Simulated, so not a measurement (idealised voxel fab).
process module | voxel tone inversion
cross-section cut | 285 nm wide | cells 5 nm
A cross-section is a grid of square cells, given in bands from the top down. A band is one or more rows of cells.
Each band's line starts with the height of the band's top and of its bottom, in nm. Then come its materials from left to right, each with its width in nm. One material with "throughout" fills the band from edge to edge. "air" is empty space.
Height 0 is the level under which the wafer as received is all one material. The lowest band goes on downwards, as in "0 down".
A width such as "30 to 40" changes by the same amount from each row of cells to the next, from the band's top row to its bottom row.
"no change" after a step means that no cell of the cross-section changed.
closed voids: empty space of 8 cells or more with no open way to the top, each as width x height at its distance from the left edge, in nm
after a step's settings: what the simulator itself notes on the step
overlay nm, on a step with a mask: how far to the right of its planned place the mask lay; to the left if negative
plan
1 op RECEIVE | material Si
2 op CONFORMAL_DEP | material SiN | thk nm 10
3 op DIRECTIONAL_DEP | material aC | thk nm 15
4 op PATTERN | tone cover | mask id POSTS | material resist | width nm 20 | pitch nm 35 | thk nm 20 | overlay nm 0
5 op DIRECTIONAL_ETCH | etch materials aC | depth nm 15
6 op STRIP | etch materials resist
7 op FILL_DEP | material lowk | thk nm 10
8 op CMP | height nm 25
9 op STRIP | etch materials aC
10 op CONFORMAL_DEP | material TiN | thk nm 5
11 op FILL_DEP | material W | thk nm 10
12 op CMP | height nm 25
13 op CONFORMAL_DEP | material SiN | thk nm 5
as received, after step 1
  0 down: Si throughout
  closed voids: none
a wafer at the end: this start, this plan, one mistake
  30 to 25: SiN throughout
  25 to 15: lowk 120 | TiN 5 | W 10 | TiN 5 | lowk 15 | TiN 5 | W 10 | TiN 5 | lowk 110
  15 to 10: lowk 120 | TiN 20 | lowk 15 | TiN 20 | lowk 110
  10 to 0: SiN throughout
  0 down: Si throughout
  closed voids: none
what went wrong: step 4 ran as: op PATTERN | tone cover | mask id POSTS | material resist | width nm 20 | pitch nm 35 | thk nm 20 | overlay nm 5
